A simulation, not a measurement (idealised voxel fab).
Presented below is a process module, voxel lift off.
Shown is cross-section cut, with a width of 195 nm and square cells of size 5 nm.
Cross-section layout: square cells on a grid; listed as bands, top to bottom; a band spans one or more cell rows. Per band: top height and bottom height in nm, followed by the left-to-right materials and their widths in nm; "throughout" marks a single material spanning edge to edge, "air" marks empty space. Heads up on the height convention: 0 is the point under which the incoming wafer is all one material, and the lowest band has no bottom, it just keeps going down, like "from 0 down". The notation "30->40" denotes a width that varies across the rows of cells in the band, beginning at the first number in the top row, finishing at the second number in the bottom row, and changing by an identical amount from each row to the next. "no change occurred" (step): cross-section cells unchanged, all of them. Entrapped void list: empty space of 8 cells or more with no open way to the top, each as width x height at its distance from the left edge, in nm. Note: text after step settings on the step line = simulator remark on that step. overlay nm: step with mask; distance mask lay right of planned place; negative value = left of planned place.
-- Planned process steps
1 op RECEIVE | material Si
2 op CONFORMAL_DEP | material SiO2 | thk nm 5
3 op PATTERN | tone open | mask id LINES | material resist | width nm 30 | pitch nm 55 | thk nm 15 | overlay nm 0
4 op DIRECTIONAL_DEP | material Ru | thk nm 5
5 op STRIP | etch materials resist
6 op CONFORMAL_DEP | material SiO2 | thk nm 10
-- Here's what the wafer looked like in cross-section when it arrived - that's after step 1
  from 0 down  Si throughout
  Entrapped void list: none
-- Below is the wafer in cross-section after the module was completed. It began from the starting point shown above and followed the plan shown above, except that one mistake was made while running it
  from 15 to 0  SiO2 throughout
  from 0 down  Si throughout
  Entrapped void list: none
Against the plan, the run slipped here: skipped: plan step 4 (never run)
